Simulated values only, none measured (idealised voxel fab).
Proc. module: voxel air gaps
200 nm wide, 5 nm square cells: that's cross-section cut.
Throughout this document, each cross-section is represented as a grid of square cells and is presented as a sequence of bands enumerated from the top downward, where a band comprises one or more rows of cells.
Per band: top height and bottom height in nm, followed by the left-to-right materials and their widths in nm; "all across" marks a single material spanning edge to edge, "blank" marks empty space.
Heights are reckoned from 0. Under this level, the received wafer is all of one material. The bottommost band is open-ended downward, for example "top 0, no bottom".
You'd read "30 to 40" like this: the band's top row of cells is as wide as the first number, its bottom row is as wide as the second, and going down, every row changes width by the same amount as the row before did.
Where the words "nothing changed" appear for a step, the cross-section shows no cell changed by that step; every cell remained as before.
In the "Trapped cavities" entry, you get each enclosed empty space of 8 cells or more, one with no open way to the top, written width x height at distance, distance from the left edge, in nm.
Past the settings on a step's line: simulator remark, on that step.
"overlay nm", when on a step's line for a step with a mask, measures how far to the right of its planned place the mask lay; a negative measure means to the left.
**plan**
step 1: RECEIVE with material Si
step 2: CONFORMAL_DEP with material SiO2, thk nm 15
step 3: CONFORMAL_DEP with material SiN, thk nm 5
step 4: DIRECTIONAL_DEP with material SiO2, thk nm 35
step 5: DIRECTIONAL_DEP with material aC, thk nm 15
step 6: PATTERN with tone open, mask id LINES, material resist, width nm 15, pitch nm 40, thk nm 35, overlay nm 0
step 7: DIRECTIONAL_ETCH with etch materials aC, depth nm 15
step 8: STRIP with etch materials resist
step 9: DIRECTIONAL_ETCH with etch materials SiO2, depth nm 35
step 10: STRIP with etch materials aC
step 11: CONFORMAL_DEP with material TiN, thk nm 5
step 12: FILL_DEP with material W, thk nm 5
step 13: CMP with height nm 55
step 14: EPI with material Ru, thk nm 10
step 15: SELECTIVE_ETCH with etch materials SiO2, depth nm 45
step 16: CONFORMAL_DEP with material SiCN, thk nm 5
**The first of two wafers, run as planned**
**Incoming wafer in cross-section (state: after step 1)**
    top 0, no bottom = Si all across
    Trapped cavities: none
**Cross-sectional representation of the wafer at the conclusion of step 2**
    top 15, bottom 0 = SiO2 all across
    Under the height 0 nothing was changed.
**Cross-sectional representation of the wafer at the conclusion of step 3**
    top 20, bottom 15 = SiN all across
    Under the height 15 nothing was changed.
**Cross-sectional representation of the wafer at the conclusion of step 4**
    top 55, bottom 20 = SiO2 all across
    Under the height 20 nothing was changed.
**Cross-sectional representation of the wafer at the conclusion of step 5**
    top 70, bottom 55 = aC all across
    Under the height 55 nothing was changed.
**Cross-sectional representation of the wafer at the conclusion of step 6**
    top 105, bottom 70 = resist 50 nm, blank 15 nm, resist 25 nm, blank 15 nm, resist 25 nm, blank 15 nm, resist 55 nm
    Under the height 70 nothing was changed.
**Cross-sectional representation of the wafer at the conclusion of step 7**
    top 90, bottom 70 = resist 50 nm, blank 15 nm, resist 25 nm, blank 15 nm, resist 25 nm, blank 15 nm, resist 55 nm
    top 70, bottom 55 = aC 50 nm, blank 15 nm, aC 25 nm, blank 15 nm, aC 25 nm, blank 15 nm, aC 55 nm
    Under the height 55 nothing was changed.
**Cross-sectional representation of the wafer at the conclusion of step 8**
    top 70, bottom 55 = aC 50 nm, blank 15 nm, aC 25 nm, blank 15 nm, aC 25 nm, blank 15 nm, aC 55 nm
    Under the height 55 nothing was changed.
**Cross-sectional representation of the wafer at the conclusion of step 9**
    top 70, bottom 55 = aC 50 nm, blank 15 nm, aC 25 nm, blank 15 nm, aC 25 nm, blank 15 nm, aC 55 nm
    top 55, bottom 20 = SiO2 50 nm, blank 15 nm, SiO2 25 nm, blank 15 nm, SiO2 25 nm, blank 15 nm, SiO2 55 nm
    Under the height 20 nothing was changed.
**Cross-sectional representation of the wafer at the conclusion of step 10**
    top 55, bottom 20 = SiO2 50 nm, blank 15 nm, SiO2 25 nm, blank 15 nm, SiO2 25 nm, blank 15 nm, SiO2 55 nm
    Under the height 20 nothing was changed.
**Cross-sectional representation of the wafer at the conclusion of step 11**
    top 60, bottom 55 = TiN 55 nm, blank 5 nm, TiN 35 nm, blank 5 nm, TiN 35 nm, blank 5 nm, TiN 60 nm
    top 55, bottom 25 = SiO2 50 nm, TiN 5 nm, blank 5 nm, TiN 5 nm, SiO2 25 nm, TiN 5 nm, blank 5 nm, TiN 5 nm, SiO2 25 nm, TiN 5 nm, blank 5 nm, TiN 5 nm, SiO2 55 nm
    top 25, bottom 20 = SiO2 50 nm, TiN 15 nm, SiO2 25 nm, TiN 15 nm, SiO2 25 nm, TiN 15 nm, SiO2 55 nm
    Under the height 20 nothing was changed.
**Cross-sectional representation of the wafer at the conclusion of step 12**
    top 65, bottom 60 = W all across
    top 60, bottom 55 = TiN 55 nm, W 5 nm, TiN 35 nm, W 5 nm, TiN 35 nm, W 5 nm, TiN 60 nm
    top 55, bottom 25 = SiO2 50 nm, TiN 5 nm, W 5 nm, TiN 5 nm, SiO2 25 nm, TiN 5 nm, W 5 nm, TiN 5 nm, SiO2 25 nm, TiN 5 nm, W 5 nm, TiN 5 nm, SiO2 55 nm
    Under the height 25 nothing was changed.
**Cross-sectional representation of the wafer at the conclusion of step 13**
    top 55, bottom 25 = SiO2 50 nm, TiN 5 nm, W 5 nm, TiN 5 nm, SiO2 25 nm, TiN 5 nm, W 5 nm, TiN 5 nm, SiO2 25 nm, TiN 5 nm, W 5 nm, TiN 5 nm, SiO2 55 nm
    Under the height 25 nothing was changed.
**Cross-sectional representation of the wafer at the conclusion of step 14**
    top 65, bottom 55 = blank 40 nm, Ru 35 nm, blank 5 nm, Ru 35 nm, blank 5 nm, Ru 35 nm, blank 45 nm
    Under the height 55 nothing was changed.
**Cross-sectional representation of the wafer at the conclusion of step 15**
    top 65, bottom 55 = blank 40 nm, Ru 35 nm, blank 5 nm, Ru 35 nm, blank 5 nm, Ru 35 nm, blank 45 nm
    top 55, bottom 25 = blank 50 nm, TiN 5 nm, W 5 nm, TiN 5 nm, blank 25 nm, TiN 5 nm, W 5 nm, TiN 5 nm, blank 25 nm, TiN 5 nm, W 5 nm, TiN 5 nm, blank 55 nm
    top 25, bottom 20 = blank 50 nm, TiN 15 nm, blank 25 nm, TiN 15 nm, blank 25 nm, TiN 15 nm, blank 55 nm
    Under the height 20 nothing was changed.
**Cross-sectional representation of the wafer at the conclusion of step 16**
    top 70, bottom 65 = blank 35 nm, SiCN 125 nm, blank 40 nm
    top 65, bottom 55 = blank 35 nm, SiCN 5 nm, Ru 35 nm, SiCN 5 nm, Ru 35 nm, SiCN 5 nm, Ru 35 nm, SiCN 5 nm, blank 40 nm
    top 55, bottom 50 = blank 35 nm, SiCN 15 nm, TiN 5 nm, W 5 nm, TiN 5 nm, SiCN 25 nm, TiN 5 nm, W 5 nm, TiN 5 nm, SiCN 25 nm, TiN 5 nm, W 5 nm, TiN 5 nm, SiCN 15 nm, blank 40 nm
    top 50, bottom 25 = blank 45 nm, SiCN 5 nm, TiN 5 nm, W 5 nm, TiN 5 nm, SiCN 5 nm, blank 15 nm, SiCN 5 nm, TiN 5 nm, W 5 nm, TiN 5 nm, SiCN 5 nm, blank 15 nm, SiCN 5 nm, TiN 5 nm, W 5 nm, TiN 5 nm, SiCN 5 nm, blank 50 nm
    top 25, bottom 20 = SiCN 50 nm, TiN 15 nm, SiCN 25 nm, TiN 15 nm, SiCN 25 nm, TiN 15 nm, SiCN 55 nm
    Under the height 20 nothing was changed.
    Trapped cavities: 15 x 25 at 70; 15 x 25 at 110
**Second wafer - shared start and plan with the first - one error in running - same as the first up to step 1 inclusive**
**Cross-section: second wafer, time at which step 2 was scheduled to end**
    top 30, bottom 0 = SiO2 all across
    Under the height 0 nothing was changed.
**Cross-section: second wafer, time at which step 3 was scheduled to end**
    top 35, bottom 30 = SiN all across
    Under the height 30 nothing was changed.
**Cross-section: second wafer, time at which step 4 was scheduled to end**
    top 70, bottom 35 = SiO2 all across
    Under the height 35 nothing was changed.
**Cross-section: second wafer, time at which step 5 was scheduled to end**
    top 85, bottom 70 = aC all across
    Under the height 70 nothing was changed.
**Cross-section: second wafer, time at which step 6 was scheduled to end**
    top 120, bottom 85 = resist 50 nm, blank 15 nm, resist 25 nm, blank 15 nm, resist 25 nm, blank 15 nm, resist 55 nm
    Under the height 85 nothing was changed.
**Cross-section: second wafer, time at which step 7 was scheduled to end**
    top 105, bottom 85 = resist 50 nm, blank 15 nm, resist 25 nm, blank 15 nm, resist 25 nm, blank 15 nm, resist 55 nm
    top 85, bottom 70 = aC 50 nm, blank 15 nm, aC 25 nm, blank 15 nm, aC 25 nm, blank 15 nm, aC 55 nm
    Under the height 70 nothing was changed.
**Cross-section: second wafer, time at which step 8 was scheduled to end**
    top 85, bottom 70 = aC 50 nm, blank 15 nm, aC 25 nm, blank 15 nm, aC 25 nm, blank 15 nm, aC 55 nm
    Under the height 70 nothing was changed.
**Cross-section: second wafer, time at which step 9 was scheduled to end**
    top 85, bottom 70 = aC 50 nm, blank 15 nm, aC 25 nm, blank 15 nm, aC 25 nm, blank 15 nm, aC 55 nm
    top 70, bottom 35 = SiO2 50 nm, blank 15 nm, SiO2 25 nm, blank 15 nm, SiO2 25 nm, blank 15 nm, SiO2 55 nm
    Under the height 35 nothing was changed.
**Cross-section: second wafer, time at which step 10 was scheduled to end**
    top 70, bottom 35 = SiO2 50 nm, blank 15 nm, SiO2 25 nm, blank 15 nm, SiO2 25 nm, blank 15 nm, SiO2 55 nm
    Under the height 35 nothing was changed.
**Cross-section: second wafer, time at which step 11 was scheduled to end**
    top 75, bottom 70 = TiN 55 nm, blank 5 nm, TiN 35 nm, blank 5 nm, TiN 35 nm, blank 5 nm, TiN 60 nm
    top 70, bottom 40 = SiO2 50 nm, TiN 5 nm, blank 5 nm, TiN 5 nm, SiO2 25 nm, TiN 5 nm, blank 5 nm, TiN 5 nm, SiO2 25 nm, TiN 5 nm, blank 5 nm, TiN 5 nm, SiO2 55 nm
    top 40, bottom 35 = SiO2 50 nm, TiN 15 nm, SiO2 25 nm, TiN 15 nm, SiO2 25 nm, TiN 15 nm, SiO2 55 nm
    Under the height 35 nothing was changed.
**Cross-section: second wafer, time at which step 12 was scheduled to end**
    top 80, bottom 75 = W all across
    top 75, bottom 70 = TiN 55 nm, W 5 nm, TiN 35 nm, W 5 nm, TiN 35 nm, W 5 nm, TiN 60 nm
    top 70, bottom 40 = SiO2 50 nm, TiN 5 nm, W 5 nm, TiN 5 nm, SiO2 25 nm, TiN 5 nm, W 5 nm, TiN 5 nm, SiO2 25 nm, TiN 5 nm, W 5 nm, TiN 5 nm, SiO2 55 nm
    Under the height 40 nothing was changed.
**Cross-section: second wafer, time at which step 13 was scheduled to end**
    top 55, bottom 40 = SiO2 50 nm, TiN 5 nm, W 5 nm, TiN 5 nm, SiO2 25 nm, TiN 5 nm, W 5 nm, TiN 5 nm, SiO2 25 nm, TiN 5 nm, W 5 nm, TiN 5 nm, SiO2 55 nm
    Under the height 40 nothing was changed.
**Cross-section: second wafer, time at which step 14 was scheduled to end**
    top 65, bottom 55 = blank 40 nm, Ru 35 nm, blank 5 nm, Ru 35 nm, blank 5 nm, Ru 35 nm, blank 45 nm
    Under the height 55 nothing was changed.
**Cross-section: second wafer, time at which step 15 was scheduled to end**
    top 65, bottom 55 = blank 40 nm, Ru 35 nm, blank 5 nm, Ru 35 nm, blank 5 nm, Ru 35 nm, blank 45 nm
    top 55, bottom 40 = blank 50 nm, TiN 5 nm, W 5 nm, TiN 5 nm, blank 25 nm, TiN 5 nm, W 5 nm, TiN 5 nm, blank 25 nm, TiN 5 nm, W 5 nm, TiN 5 nm, blank 55 nm
    top 40, bottom 35 = blank 50 nm, TiN 15 nm, blank 25 nm, TiN 15 nm, blank 25 nm, TiN 15 nm, blank 55 nm
    Under the height 35 nothing was changed.
**Cross-section: second wafer, time at which step 16 was scheduled to end**
    top 70, bottom 65 = blank 35 nm, SiCN 125 nm, blank 40 nm
    top 65, bottom 55 = blank 35 nm, SiCN 5 nm, Ru 35 nm, SiCN 5 nm, Ru 35 nm, SiCN 5 nm, Ru 35 nm, SiCN 5 nm, blank 40 nm
    top 55, bottom 50 = blank 35 nm, SiCN 15 nm, TiN 5 nm, W 5 nm, TiN 5 nm, SiCN 25 nm, TiN 5 nm, W 5 nm, TiN 5 nm, SiCN 25 nm, TiN 5 nm, W 5 nm, TiN 5 nm, SiCN 15 nm, blank 40 nm
    top 50, bottom 40 = blank 45 nm, SiCN 5 nm, TiN 5 nm, W 5 nm, TiN 5 nm, SiCN 5 nm, blank 15 nm, SiCN 5 nm, TiN 5 nm, W 5 nm, TiN 5 nm, SiCN 5 nm, blank 15 nm, SiCN 5 nm, TiN 5 nm, W 5 nm, TiN 5 nm, SiCN 5 nm, blank 50 nm
    top 40, bottom 35 = SiCN 50 nm, TiN 15 nm, SiCN 25 nm, TiN 15 nm, SiCN 25 nm, TiN 15 nm, SiCN 55 nm
    Under the height 35 nothing was changed.
Against the plan, the run slipped here: it should be noted that step 2 of the plan was executed twice
Heads up, by the end the second wafer has more or fewer cells of some materials compared to the first: -18 SiCN, +120 SiO2, -18 TiN, -9 W
Final count of closed voids per wafer: 2 in the first, 0 in the second.
